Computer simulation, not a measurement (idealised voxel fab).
Presented below is a process module, voxel gate over fins.
The cross-section shown here is cut; it is 230 nm wide and divided into square cells measuring 5 nm on a side.
The cross-sections in this document take the form of a grid made of square cells. They are written out as bands, in order from top to bottom. Each band consists of one or more rows of cells. Look at the band entry: it leads with the top's height and the bottom's height in nm. Then it lists the materials left to right, with a width in nm for each. The word "all across" on a single material says that material fills the band edge to edge. The word "blank" is empty space. Heights from 0 (as-received wafer is one material below). Bottom band endless downward, as "top 0, no bottom". You'd read "30..40" like this: the band's top row of cells is as wide as the first number, its bottom row is as wide as the second, and going down, every row changes width by the same amount as the row before did. Any step labelled "no modification" changed none of the cells in the cross-section. The entry titled "Enclosed void entries" provides the empty spaces that have no open way to the top, restricted to those of 8 cells or more. Each is presented as width x height at distance, the distance being measured from the left edge, with all three in nm. On each step's line, the part that comes after the settings is the simulator's own comment on the step. overlay nm: for a step with a mask, the amount by which the mask lay right of where it was planned; a negative amount means left of it.
-- Intended process steps
1,RECEIVE,material Si
2,CONFORMAL_DEP,material SiN,thk nm 5
3,DIRECTIONAL_DEP,material aC,thk nm 10
4,PATTERN,tone cover,mask id FINS,material resist,width nm 15,pitch nm 45,thk nm 25,overlay nm 0
5,DIRECTIONAL_ETCH,etch materials aC,depth nm 10
6,STRIP,etch materials resist
7,DIRECTIONAL_ETCH,etch materials SiN,depth nm 5
8,DIRECTIONAL_ETCH,etch materials Si,depth nm 35
9,STRIP,etch materials aC
10,OXIDIZE,depth nm 5
11,FILL_DEP,material SiO2,thk nm 15
12,CMP,height nm 5
13,SELECTIVE_ETCH,etch materials SiO2,depth nm 20
14,STRIP,etch materials SiN
15,CONFORMAL_DEP,material HfO2,thk nm 5
16,CONFORMAL_DEP,material TiN,thk nm 5
17,FILL_DEP,material W,thk nm 15
18,CMP,height nm 20
19,CONFORMAL_DEP,material SiN,thk nm 5
-- Cross-section of the wafer as it came to us, i.e., already through step 1
  top 0, no bottom  Si all across
  Enclosed void entries: none
-- First of two wafers at the end of the module, shown in cross-section; run carried out as planned
  top 25, bottom 20  SiN all across
  top 20, bottom 10  W all across
  top 10, bottom 5  W 55 | TiN 25 | W 20 | TiN 25 | W 20 | TiN 25 | W 60
  top 5, bottom 0  W 55 | TiN 5 | HfO2 15 | TiN 5 | W 20 | TiN 5 | HfO2 15 | TiN 5 | W 20 | TiN 5 | HfO2 15 | TiN 5 | W 60
  top 0, bottom -5  W 55 | TiN 5 | HfO2 5 | Si 5 | HfO2 5 | TiN 5 | W 20 | TiN 5 | HfO2 5 | Si 5 | HfO2 5 | TiN 5 | W 20 | TiN 5 | HfO2 5 | Si 5 | HfO2 5 | TiN 5 | W 60
  top -5, bottom -10  TiN 60 | HfO2 5 | Si 5 | HfO2 5 | TiN 30 | HfO2 5 | Si 5 | HfO2 5 | TiN 30 | HfO2 5 | Si 5 | HfO2 5 | TiN 65
  top -10, bottom -15  HfO2 65 | Si 5 | HfO2 40 | Si 5 | HfO2 40 | Si 5 | HfO2 70
  top -15, bottom -40  SiO2 65 | Si 5 | SiO2 40 | Si 5 | SiO2 40 | Si 5 | SiO2 70
  top -40, no bottom  Si all across
  Enclosed void entries: none
-- This is the second of the two wafers, cross-sectioned at the end of the module; it started exactly like the first and was given the same plan, but it was run with one mistake
  top 25, bottom 20  SiN all across
  top 20, bottom 10  W all across
  top 10, bottom 5  W 55 | TiN 25 | W 20 | TiN 25 | W 20 | TiN 25 | W 60
  top 5, bottom 0  W 55 | TiN 5 | HfO2 15 | TiN 5 | W 20 | TiN 5 | HfO2 15 | TiN 5 | W 20 | TiN 5 | HfO2 15 | TiN 5 | W 60
  top 0, bottom -25  W 55 | TiN 5 | HfO2 5 | Si 5 | HfO2 5 | TiN 5 | W 20 | TiN 5 | HfO2 5 | Si 5 | HfO2 5 | TiN 5 | W 20 | TiN 5 | HfO2 5 | Si 5 | HfO2 5 | TiN 5 | W 60
  top -25, bottom -30  TiN 60 | HfO2 5 | Si 5 | HfO2 5 | TiN 30 | HfO2 5 | Si 5 | HfO2 5 | TiN 30 | HfO2 5 | Si 5 | HfO2 5 | TiN 65
  top -30, bottom -35  HfO2 65 | Si 5 | HfO2 40 | Si 5 | HfO2 40 | Si 5 | HfO2 70
  top -35, bottom -40  SiO2 65 | Si 5 | SiO2 40 | Si 5 | SiO2 40 | Si 5 | SiO2 70
  top -40, no bottom  Si all across
  Enclosed void entries: none
Nonconformance to the process plan: it should be noted that step 13 of the plan was executed twice
FYI, end of process, the second wafer has more or fewer cells of some materials than the first: HfO2 +24; SiO2 -172; TiN +24; W +124
